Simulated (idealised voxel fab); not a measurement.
You're looking at the process module voxel tone inversion.
Section shown: cut. Width: 230 nm. Cell size: 5 nm, square.
Just so we're on the same page, the cross-sections are grids of square cells, and they're listed out in bands top to bottom, each band one or more rows deep. This entry defines a band. It first specifies the height of the band's top and the height of its bottom in nm, and then specifies the band's materials from left to right, stating each material with its width in nm. The word "all across" identifies a single material that fills the band from edge to edge, while the word "empty" identifies empty space. Height datum 0, below which the as-received substrate wafer is one material. Lowest band open at the bottom, running downward: "top 0, no bottom". Read "30 to 40" as a graded width: first number on top, second number at the bottom, same change between each pair of neighbouring rows. "nothing changed" after a step means that no cell of the cross-section changed. Closed void inventory: empty space of 8 cells or more with no open way to the top, each as width x height at its distance from the left edge, in nm. Past the settings on a step's line: simulator remark, on that step. The setting "overlay nm" may be written on the line of a step. When the step uses a mask, the value reports how far to the right of the planned place the mask lay, and a negative value reports that it lay to the left.
The following list gives the planned process steps:
1: RECEIVE,material Si
2: CONFORMAL_DEP,material SiN,thk nm 10
3: DIRECTIONAL_DEP,material polySi,thk nm 15
4: PATTERN,tone cover,mask id POSTS,material resist,width nm 20,pitch nm 35,thk nm 25,overlay nm 0
5: DIRECTIONAL_ETCH,etch materials polySi,depth nm 15
6: STRIP,etch materials resist
7: FILL_DEP,material lowk,thk nm 5
8: CMP,height nm 25
9: STRIP,etch materials polySi
10: CONFORMAL_DEP,material TiN,thk nm 5
11: FILL_DEP,material W,thk nm 5
12: CMP,height nm 25
13: CONFORMAL_DEP,material SiN,thk nm 5
First of two wafers - as planned:
Cross-section of the wafer upon arrival, representing the state reached after step 1:
* top 0, no bottom = Si all across
* Closed void inventory: none
Cross-section: wafer state after step 2:
* top 10, bottom 0 = SiN all across
* Below 0, no change.
Cross-section: wafer state after step 3:
* top 25, bottom 10 = polySi all across
* Below 10, no change.
Cross-section: wafer state after step 4:
* top 50, bottom 25 = empty 85 nm / resist 20 nm / empty 15 nm / resist 20 nm / empty 90 nm
* Below 25, no change.
Cross-section: wafer state after step 5:
* top 50, bottom 25 = empty 85 nm / resist 20 nm / empty 15 nm / resist 20 nm / empty 90 nm
* top 25, bottom 10 = empty 85 nm / polySi 20 nm / empty 15 nm / polySi 20 nm / empty 90 nm
* Below 10, no change.
Cross-section: wafer state after step 6:
* top 25, bottom 10 = empty 85 nm / polySi 20 nm / empty 15 nm / polySi 20 nm / empty 90 nm
* Below 10, no change.
Cross-section: wafer state after step 7:
* top 30, bottom 25 = lowk all across
* top 25, bottom 10 = lowk 85 nm / polySi 20 nm / lowk 15 nm / polySi 20 nm / lowk 90 nm
* Below 10, no change.
Cross-section: wafer state after step 8:
* top 25, bottom 10 = lowk 85 nm / polySi 20 nm / lowk 15 nm / polySi 20 nm / lowk 90 nm
* Below 10, no change.
Cross-section: wafer state after step 9:
* top 25, bottom 10 = lowk 85 nm / empty 20 nm / lowk 15 nm / empty 20 nm / lowk 90 nm
* Below 10, no change.
Cross-section: wafer state after step 10:
* top 30, bottom 25 = TiN 90 nm / empty 10 nm / TiN 25 nm / empty 10 nm / TiN 95 nm
* top 25, bottom 15 = lowk 85 nm / TiN 5 nm / empty 10 nm / TiN 5 nm / lowk 15 nm / TiN 5 nm / empty 10 nm / TiN 5 nm / lowk 90 nm
* top 15, bottom 10 = lowk 85 nm / TiN 20 nm / lowk 15 nm / TiN 20 nm / lowk 90 nm
* Below 10, no change.
Cross-section: wafer state after step 11:
* top 35, bottom 30 = W all across
* top 30, bottom 25 = TiN 90 nm / W 10 nm / TiN 25 nm / W 10 nm / TiN 95 nm
* top 25, bottom 15 = lowk 85 nm / TiN 5 nm / W 10 nm / TiN 5 nm / lowk 15 nm / TiN 5 nm / W 10 nm / TiN 5 nm / lowk 90 nm
* Below 15, no change.
Cross-section: wafer state after step 12:
* top 25, bottom 15 = lowk 85 nm / TiN 5 nm / W 10 nm / TiN 5 nm / lowk 15 nm / TiN 5 nm / W 10 nm / TiN 5 nm / lowk 90 nm
* Below 15, no change.
Cross-section: wafer state after step 13:
* top 30, bottom 25 = SiN all across
* Below 25, no change.
The second wafer began exactly as the first did and followed the same plan, but one mistake was made while running it; through step 12 inclusive, the two wafers are identical:
Second wafer shown in cross-section at the time step 13 was slated to end:
* top 40, bottom 25 = SiN all across
* Below 25, no change.
Against the plan, the run slipped here: step 13 ran as: CONFORMAL_DEP,material SiN,thk nm 15
Wafer comparison, final, in cells, second relative to first, materials more or fewer: +92 SiN
